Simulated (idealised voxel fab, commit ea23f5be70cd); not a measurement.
Proc. module: voxel ribs on slabs
It is cross-section cut that appears here, measuring 260 nm in width, its square cells being 5 nm in size.
Notation: cross-section as square-cell grid; stated in bands, top first, going down; one or more cell rows per band. Band: top height; bottom height; in nm. Then, left to right: material with width in nm, for each material. "throughout": a single material spanning edge to edge. "air": empty space. It should be noted that heights are counted from 0, beneath which the wafer as supplied is of one material throughout, and that the lowest band possesses no lower boundary but continues downward, as written in "from 0 down". So if you see something like "30..40" for the width, read it as the top row of the band sitting at the first number and the bottom row at the second, with every row in between moving by the same amount as the last. "nothing altered", as given for a step, is the statement that not any cell of the cross-section underwent a change during that step. The label "Closed internal voids" introduces a list of the empty spaces, 8 cells or larger, that have no open way up to the top; each entry in it reads width x height at distance, where the distance is taken from the left edge and all three are stated in nm. Note: text after step settings on the step line = simulator remark on that step. overlay nm: for a step with a mask, the amount by which the mask lay right of where it was planned; a negative amount means left of it.
**Listed below are the process steps as planned**
1 RECEIVE: material Si
2 DIRECTIONAL_DEP: material SiO2, thk nm 30
3 DIRECTIONAL_DEP: material polySi, thk nm 15
4 DIRECTIONAL_DEP: material aC, thk nm 10
5 PATTERN: tone cover, mask id RIB, material resist, width nm 15, thk nm 30, overlay nm 0
6 DIRECTIONAL_ETCH: etch materials aC, depth nm 10
7 STRIP: etch materials resist
8 DIRECTIONAL_ETCH: etch materials polySi, depth nm 10
9 STRIP: etch materials aC
10 MASKED_ETCH: tone cover, mask id SLAB, width nm 75, etch materials polySi, depth nm 5, overlay nm 0
11 FILL_DEP: material SiO2, thk nm 15
12 CMP: height nm 55
13 DIRECTIONAL_DEP: material W, thk nm 10
14 DIRECTIONAL_DEP: material aC, thk nm 15
15 PATTERN: tone cover, mask id HEATER, material resist, width nm 25, thk nm 30, overlay nm 0
16 DIRECTIONAL_ETCH: etch materials aC, depth nm 15
17 STRIP: etch materials resist
18 DIRECTIONAL_ETCH: etch materials W, depth nm 10
19 STRIP: etch materials aC
20 CONFORMAL_DEP: material SiN, thk nm 5
**First wafer of two (run as planned)**
**Cross-section of the wafer as it came to us, i.e., already through step 1**
from 0 down: Si throughout
Closed internal voids: none
**Cross-sectional representation of the wafer at the conclusion of step 2**
from 30 to 0: SiO2 throughout
Beneath the level 0, the cross-section is identical to its previous state.
**Cross-sectional representation of the wafer at the conclusion of step 3**
from 45 to 30: polySi throughout
Beneath the level 30, the cross-section is identical to its previous state.
**Cross-sectional representation of the wafer at the conclusion of step 4**
from 55 to 45: aC throughout
Beneath the level 45, the cross-section is identical to its previous state.
**Cross-sectional representation of the wafer at the conclusion of step 5**
from 85 to 55: air: 120, resist: 15, air: 125
Beneath the level 55, the cross-section is identical to its previous state.
**Cross-sectional representation of the wafer at the conclusion of step 6**
from 75 to 55: air: 120, resist: 15, air: 125
from 55 to 45: air: 120, aC: 15, air: 125
Beneath the level 45, the cross-section is identical to its previous state.
**Cross-sectional representation of the wafer at the conclusion of step 7**
from 55 to 45: air: 120, aC: 15, air: 125
Beneath the level 45, the cross-section is identical to its previous state.
**Cross-sectional representation of the wafer at the conclusion of step 8**
from 55 to 45: air: 120, aC: 15, air: 125
from 45 to 35: air: 120, polySi: 15, air: 125
Beneath the level 35, the cross-section is identical to its previous state.
**Cross-sectional representation of the wafer at the conclusion of step 9**
from 45 to 35: air: 120, polySi: 15, air: 125
Beneath the level 35, the cross-section is identical to its previous state.
**Cross-sectional representation of the wafer at the conclusion of step 10**
from 45 to 35: air: 120, polySi: 15, air: 125
from 35 to 30: air: 90, polySi: 75, air: 95
Beneath the level 30, the cross-section is identical to its previous state.
**Cross-sectional representation of the wafer at the conclusion of step 11**
from 60 to 45: SiO2 throughout
from 45 to 35: SiO2: 120, polySi: 15, SiO2: 125
from 35 to 30: SiO2: 90, polySi: 75, SiO2: 95
Beneath the level 30, the cross-section is identical to its previous state.
**Cross-sectional representation of the wafer at the conclusion of step 12**
from 55 to 45: SiO2 throughout
Beneath the level 45, the cross-section is identical to its previous state.
**Cross-sectional representation of the wafer at the conclusion of step 13**
from 65 to 55: W throughout
Beneath the level 55, the cross-section is identical to its previous state.
**Cross-sectional representation of the wafer at the conclusion of step 14**
from 80 to 65: aC throughout
Beneath the level 65, the cross-section is identical to its previous state.
**Cross-sectional representation of the wafer at the conclusion of step 15**
from 110 to 80: air: 115, resist: 25, air: 120
Beneath the level 80, the cross-section is identical to its previous state.
**Cross-sectional representation of the wafer at the conclusion of step 16**
from 95 to 80: air: 115, resist: 25, air: 120
from 80 to 65: air: 115, aC: 25, air: 120
Beneath the level 65, the cross-section is identical to its previous state.
**Cross-sectional representation of the wafer at the conclusion of step 17**
from 80 to 65: air: 115, aC: 25, air: 120
Beneath the level 65, the cross-section is identical to its previous state.
**Cross-sectional representation of the wafer at the conclusion of step 18**
from 80 to 65: air: 115, aC: 25, air: 120
from 65 to 55: air: 115, W: 25, air: 120
Beneath the level 55, the cross-section is identical to its previous state.
**Cross-sectional representation of the wafer at the conclusion of step 19**
from 65 to 55: air: 115, W: 25, air: 120
Beneath the level 55, the cross-section is identical to its previous state.
**Cross-sectional representation of the wafer at the conclusion of step 20**
from 70 to 65: air: 110, SiN: 35, air: 115
from 65 to 60: air: 110, SiN: 5, W: 25, SiN: 5, air: 115
from 60 to 55: SiN: 115, W: 25, SiN: 120
Beneath the level 55, the cross-section is identical to its previous state.
**Second wafer: same start and same plan as the first, one execution error; identical to the first through step 2**
**X-section, second wafer, when step 3 was due to finish**
from 40 to 30: polySi throughout
Beneath the level 30, the cross-section is identical to its previous state.
**X-section, second wafer, when step 4 was due to finish**
from 50 to 40: aC throughout
Beneath the level 40, the cross-section is identical to its previous state.
**X-section, second wafer, when step 5 was due to finish**
from 80 to 50: air: 120, resist: 15, air: 125
Beneath the level 50, the cross-section is identical to its previous state.
**X-section, second wafer, when step 6 was due to finish**
from 70 to 50: air: 120, resist: 15, air: 125
from 50 to 40: air: 120, aC: 15, air: 125
Beneath the level 40, the cross-section is identical to its previous state.
**X-section, second wafer, when step 7 was due to finish**
from 50 to 40: air: 120, aC: 15, air: 125
Beneath the level 40, the cross-section is identical to its previous state.
**X-section, second wafer, when step 8 was due to finish**
from 50 to 40: air: 120, aC: 15, air: 125
from 40 to 30: air: 120, polySi: 15, air: 125
Beneath the level 30, the cross-section is identical to its previous state.
**X-section, second wafer, when step 9 was due to finish**
from 40 to 30: air: 120, polySi: 15, air: 125
Beneath the level 30, the cross-section is identical to its previous state.
X-section, second wafer, when step 10 was due to finish: nothing altered
**X-section, second wafer, when step 11 was due to finish**
from 55 to 40: SiO2 throughout
from 40 to 30: SiO2: 120, polySi: 15, SiO2: 125
Beneath the level 30, the cross-section is identical to its previous state.
X-section, second wafer, when step 12 was due to finish: nothing altered
**X-section, second wafer, when step 13 was due to finish**
from 65 to 55: W throughout
Beneath the level 55, the cross-section is identical to its previous state.
**X-section, second wafer, when step 14 was due to finish**
from 80 to 65: aC throughout
Beneath the level 65, the cross-section is identical to its previous state.
**X-section, second wafer, when step 15 was due to finish**
from 110 to 80: air: 115, resist: 25, air: 120
Beneath the level 80, the cross-section is identical to its previous state.
**X-section, second wafer, when step 16 was due to finish**
from 95 to 80: air: 115, resist: 25, air: 120
from 80 to 65: air: 115, aC: 25, air: 120
Beneath the level 65, the cross-section is identical to its previous state.
**X-section, second wafer, when step 17 was due to finish**
from 80 to 65: air: 115, aC: 25, air: 120
Beneath the level 65, the cross-section is identical to its previous state.
**X-section, second wafer, when step 18 was due to finish**
from 80 to 65: air: 115, aC: 25, air: 120
from 65 to 55: air: 115, W: 25, air: 120
Beneath the level 55, the cross-section is identical to its previous state.
**X-section, second wafer, when step 19 was due to finish**
from 65 to 55: air: 115, W: 25, air: 120
Beneath the level 55, the cross-section is identical to its previous state.
**X-section, second wafer, when step 20 was due to finish**
from 70 to 65: air: 110, SiN: 35, air: 115
from 65 to 60: air: 110, SiN: 5, W: 25, SiN: 5, air: 115
from 60 to 55: SiN: 115, W: 25, SiN: 120
Beneath the level 55, the cross-section is identical to its previous state.
What was the processing mistake? for step 3, the planned setting was not used; the step was instead run as DIRECTIONAL_DEP: material polySi, thk nm 10
The second wafer ends with more or fewer cells of some materials than the first, per final count: SiO2: 15 more | polySi: 15 fewer
